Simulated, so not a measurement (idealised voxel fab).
process module | voxel spacer lines
Square cells of 5 nm make up the cross-section cut, whose width is 275 nm.
A cross-section in this document is a grid of square cells, and it is written down as bands, the top band listed before the ones below it; a band is made up of one or more rows of cells.
Top, bottom (nm), then materials left to right with widths (nm); lone material tagged "throughout" fills the whole band edge to edge; "air" = empty space.
For the purposes of this specification, 0 denotes the height below which the wafer in its as-received condition is composed wholly of one material, and the lowermost band, lacking a lower limit, extends downward without end, as expressed in "top 0, no bottom".
The width entry "30..40" should be interpreted row by row: the top row of cells in the band takes the first number, the bottom row takes the second number, and the change between adjacent rows is uniform throughout.
No cell of the cross-section changed in a step that is given as "everything unchanged".
Entry "Voids, enclosed" = empty spaces >= 8 cells with no open way to the top; each as width x height at distance, distance from left edge, all nm.
Whatever follows a step's settings on its line is a remark the simulator itself makes about that step.
"overlay nm" on a masked step: distance the mask lay right of its planned place, negative for left.

### Planned process steps
| 1 | RECEIVE | material Si |
| 2 | CONFORMAL_DEP | material SiO2 | thk nm 5 |
| 3 | DIRECTIONAL_DEP | material TiN | thk nm 20 |
| 4 | DIRECTIONAL_DEP | material polySi | thk nm 30 |
| 5 | PATTERN | tone cover | mask id MANDREL | material resist | width nm 15 | pitch nm 60 | thk nm 40 | overlay nm 0 |
| 6 | DIRECTIONAL_ETCH | etch materials polySi | depth nm 30 |
| 7 | STRIP | etch materials resist |
| 8 | CONFORMAL_DEP | material SiN | thk nm 15 |
| 9 | DIRECTIONAL_ETCH | etch materials SiN | depth nm 15 |
| 10 | STRIP | etch materials polySi |
| 11 | DIRECTIONAL_ETCH | etch materials TiN | depth nm 20 |
| 12 | STRIP | etch materials SiN |
For this document, wafers share an identical start and vary in the step 5 width nm; the plan quotes the first wafer's value.

### Here's the first of the wafers in cross-section, just as we got it, i.e. after step 1
  top 0, no bottom = Si throughout
  Voids, enclosed: none

### End of module, by wafer: material-by-material cell gain (+) or loss (-) since receipt, then closed voids
width nm 15; +55 SiO2; +72 TiN; Voids, enclosed: none
width nm 20; +55 SiO2; +72 TiN; Voids, enclosed: none
width nm 25; +55 SiO2; +72 TiN; Voids, enclosed: none
width nm 30; +55 SiO2; +72 TiN; Voids, enclosed: none
